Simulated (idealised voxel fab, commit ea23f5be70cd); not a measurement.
process module | voxel self aligned contacts
cross-section cut | 255 nm wide | cells 5 nm
A cross-section is a grid of square cells, given in bands from the top down. A band is one or more rows of cells.
Each band's line starts with the height of the band's top and of its bottom, in nm. Then come its materials from left to right, each with its width in nm. One material with "throughout" fills the band from edge to edge. "air" is empty space.
Height 0 is the level under which the wafer as received is all one material. The lowest band goes on downwards, as in "0 down".
A width such as "30 to 40" changes by the same amount from each row of cells to the next, from the band's top row to its bottom row.
"no change" after a step means that no cell of the cross-section changed.
closed voids: empty space of 8 cells or more with no open way to the top, each as width x height at its distance from the left edge, in nm
after a step's settings: what the simulator itself notes on the step
overlay nm, on a step with a mask: how far to the right of its planned place the mask lay; to the left if negative
plan
1 op RECEIVE | material Si
2 op CONFORMAL_DEP | material SiO2 | thk nm 5
3 op DIRECTIONAL_DEP | material polySi | thk nm 25
4 op DIRECTIONAL_DEP | material SiN | thk nm 25
5 op PATTERN | tone cover | mask id GATE | material resist | width nm 35 | pitch nm 75 | thk nm 15 | overlay nm 0
6 op DIRECTIONAL_ETCH | etch materials SiN | depth nm 25
7 op DIRECTIONAL_ETCH | etch materials polySi | depth nm 25
8 op STRIP | etch materials resist
9 op CONFORMAL_DEP | material SiN | thk nm 10
10 op DIRECTIONAL_ETCH | etch materials SiN | depth nm 10
11 op FILL_DEP | material SiO2 | thk nm 15
12 op CMP | height nm 65
13 op MASKED_ETCH | tone open | mask id CONTACT | width nm 50 | pitch nm 75 | etch materials SiO2 | depth nm 65 | overlay nm 0
14 op CONFORMAL_DEP | material TiN | thk nm 5
15 op FILL_DEP | material Ru | thk nm 10
16 op CMP | height nm 65
17 op CONFORMAL_DEP | material SiN | thk nm 5
as received, after step 1
  0 down: Si throughout
  closed voids: none
a wafer at the end: this start, this plan, one mistake
  70 to 65: SiN throughout
  65 to 60: Ru 60 | TiN 5 | SiO2 50 | TiN 5 | Ru 15 | TiN 5 | SiO2 50 | TiN 5 | Ru 60
  60 to 55: Ru 20 | TiN 45 | SiO2 50 | TiN 25 | SiO2 50 | TiN 45 | Ru 20
  55 to 30: Ru 20 | TiN 5 | SiN 55 | SiO2 20 | SiN 55 | SiO2 20 | SiN 55 | TiN 5 | Ru 20
  30 to 5: Ru 20 | TiN 5 | SiN 10 | polySi 35 | SiN 10 | SiO2 20 | SiN 10 | polySi 35 | SiN 10 | SiO2 20 | SiN 10 | polySi 35 | SiN 10 | TiN 5 | Ru 20
  5 to 0: TiN 25 | SiO2 205 | TiN 25
  0 down: Si throughout
  closed voids: none
what went wrong: step 13 ran as: op MASKED_ETCH | tone cover | mask id CONTACT | width nm 50 | pitch nm 75 | etch materials SiO2 | depth nm 65 | overlay nm 0
